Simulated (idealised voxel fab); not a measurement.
process module | voxel transistor to metal
cross-section cut | 285 nm wide | cells 5 nm
A cross-section is a grid of square cells, given in bands from the top down. A band is one or more rows of cells.
Each band's line starts with the height of the band's top and of its bottom, in nm. Then come its materials from left to right, each with its width in nm. One material with "throughout" fills the band from edge to edge. "air" is empty space.
Height 0 is the level under which the wafer as received is all one material. The lowest band goes on downwards, as in "0 down".
A width such as "30 to 40" changes by the same amount from each row of cells to the next, from the band's top row to its bottom row.
"no change" after a step means that no cell of the cross-section changed.
closed voids: empty space of 8 cells or more with no open way to the top, each as width x height at its distance from the left edge, in nm
after a step's settings: what the simulator itself notes on the step
overlay nm, on a step with a mask: how far to the right of its planned place the mask lay; to the left if negative
plan
1 op RECEIVE | material Si
2 op CONFORMAL_DEP | material SiO2 | thk nm 5
3 op CONFORMAL_DEP | material SiN | thk nm 10
4 op PATTERN | tone cover | mask id ACTIVE | material resist | width nm 105 | pitch nm 135 | thk nm 20 | overlay nm 0
5 op DIRECTIONAL_ETCH | etch materials SiN | depth nm 10
6 op DIRECTIONAL_ETCH | etch materials SiO2 | depth nm 5
7 op DIRECTIONAL_ETCH | etch materials Si | depth nm 35
8 op STRIP | etch materials resist
9 op OXIDIZE | depth nm 5
10 op FILL_DEP | material SiO2 | thk nm 10
11 op CMP | height nm 15
12 op SELECTIVE_ETCH | etch materials SiO2 | depth nm 10
13 op STRIP | etch materials SiN
14 op SELECTIVE_ETCH | etch materials SiO2 | depth nm 5
15 op OXIDIZE | depth nm 5
16 op DIRECTIONAL_DEP | material polySi | thk nm 25
17 op DIRECTIONAL_DEP | material SiCN | thk nm 15
18 op MASKED_ETCH | tone cover | mask id GATE | width nm 25 | pitch nm 135 | etch materials SiCN | depth nm 25 | overlay nm 0
19 op MASKED_ETCH | tone cover | mask id GATE | width nm 25 | pitch nm 135 | etch materials polySi | depth nm 35 | overlay nm 0
20 op CONFORMAL_DEP | material SiN | thk nm 5
21 op DIRECTIONAL_ETCH | etch materials SiN | depth nm 5
22 op DIRECTIONAL_ETCH | etch materials SiO2 | depth nm 5
23 op DIRECTIONAL_ETCH | etch materials Si | depth nm 10
24 op EPI | material nSi | thk nm 10
25 op FILL_DEP | material SiO2 | thk nm 5
26 op CMP | height nm 40
27 op DIRECTIONAL_DEP | material SiO2 | thk nm 15
28 op PATTERN | tone open | mask id CONTACT | material resist | width nm 15 | thk nm 20 | overlay nm 0
29 op DIRECTIONAL_ETCH | etch materials SiO2 | depth nm 60
30 op STRIP | etch materials resist
31 op CONFORMAL_DEP | material TiN | thk nm 5
32 op FILL_DEP | material W | thk nm 5
33 op CMP | height nm 55
34 op CONFORMAL_DEP | material SiCN | thk nm 5
35 op DIRECTIONAL_DEP | material lowk | thk nm 25
36 op PATTERN | tone open | mask id METAL_1 | material resist | width nm 15 | thk nm 15 | overlay nm 0
37 op DIRECTIONAL_ETCH | etch materials lowk | depth nm 25
38 op DIRECTIONAL_ETCH | etch materials SiCN | depth nm 5
39 op STRIP | etch materials resist
40 op CONFORMAL_DEP | material TiN | thk nm 5
41 op FILL_DEP | material Ru | thk nm 10
42 op CMP | height nm 85
43 op CONFORMAL_DEP | material SiCN | thk nm 5
as received, after step 1
  0 down: Si throughout
  closed voids: none
a wafer at the end: this start, this plan, one mistake
  90 to 85: SiCN throughout
  85 to 60: lowk 25 | TiN 5 | Ru 5 | TiN 5 | lowk 65 | TiN 5 | Ru 5 | TiN 5 | lowk 40 | TiN 5 | Ru 5 | TiN 5 | lowk 65 | TiN 5 | Ru 5 | TiN 5 | lowk 30
  60 to 55: SiCN 25 | TiN 15 | SiCN 65 | TiN 15 | SiCN 40 | TiN 15 | SiCN 65 | TiN 15 | SiCN 30
  55 to 40: SiO2 25 | TiN 5 | W 10 | TiN 5 | SiO2 60 | TiN 5 | W 10 | TiN 5 | SiO2 35 | TiN 5 | W 10 | TiN 5 | SiO2 60 | TiN 5 | W 10 | TiN 5 | SiO2 25
  40 to 25: SiO2 25 | TiN 5 | W 10 | TiN 5 | SiO2 10 | SiN 5 | SiCN 25 | SiN 5 | SiO2 15 | TiN 5 | W 10 | TiN 5 | SiO2 35 | TiN 5 | W 10 | TiN 5 | SiO2 10 | SiN 5 | SiCN 25 | SiN 5 | SiO2 15 | TiN 5 | W 10 | TiN 5 | SiO2 25
  25 to 5: SiO2 25 | TiN 5 | W 10 | TiN 5 | SiO2 10 | SiN 5 | polySi 25 | SiN 5 | SiO2 15 | TiN 5 | W 10 | TiN 5 | SiO2 35 | TiN 5 | W 10 | TiN 5 | SiO2 10 | SiN 5 | polySi 25 | SiN 5 | SiO2 15 | TiN 5 | W 10 | TiN 5 | SiO2 25
  5 to 0: SiO2 25 | TiN 5 | W 10 | TiN 5 | nSi 10 | SiN 5 | polySi 25 | SiN 5 | nSi 10 | SiO2 5 | TiN 5 | W 10 | TiN 5 | SiO2 35 | TiN 5 | W 10 | TiN 5 | nSi 10 | SiN 5 | polySi 25 | SiN 5 | nSi 10 | SiO2 5 | TiN 5 | W 10 | TiN 5 | SiO2 25
  0 to -5: SiO2 25 | TiN 20 | nSi 10 | SiO2 35 | nSi 10 | SiO2 5 | TiN 20 | SiO2 35 | TiN 20 | nSi 10 | SiO2 35 | nSi 10 | SiO2 5 | TiN 20 | SiO2 25
  -5 to -15: SiO2 25 | nSi 30 | Si 35 | nSi 30 | SiO2 40 | nSi 30 | Si 35 | nSi 30 | SiO2 30
  -15 to -40: SiO2 25 | Si 95 | SiO2 40 | Si 95 | SiO2 30
  -40 down: Si throughout
  closed voids: none
what went wrong: step 28 ran as: op PATTERN | tone open | mask id CONTACT | material resist | width nm 20 | thk nm 20 | overlay nm 0
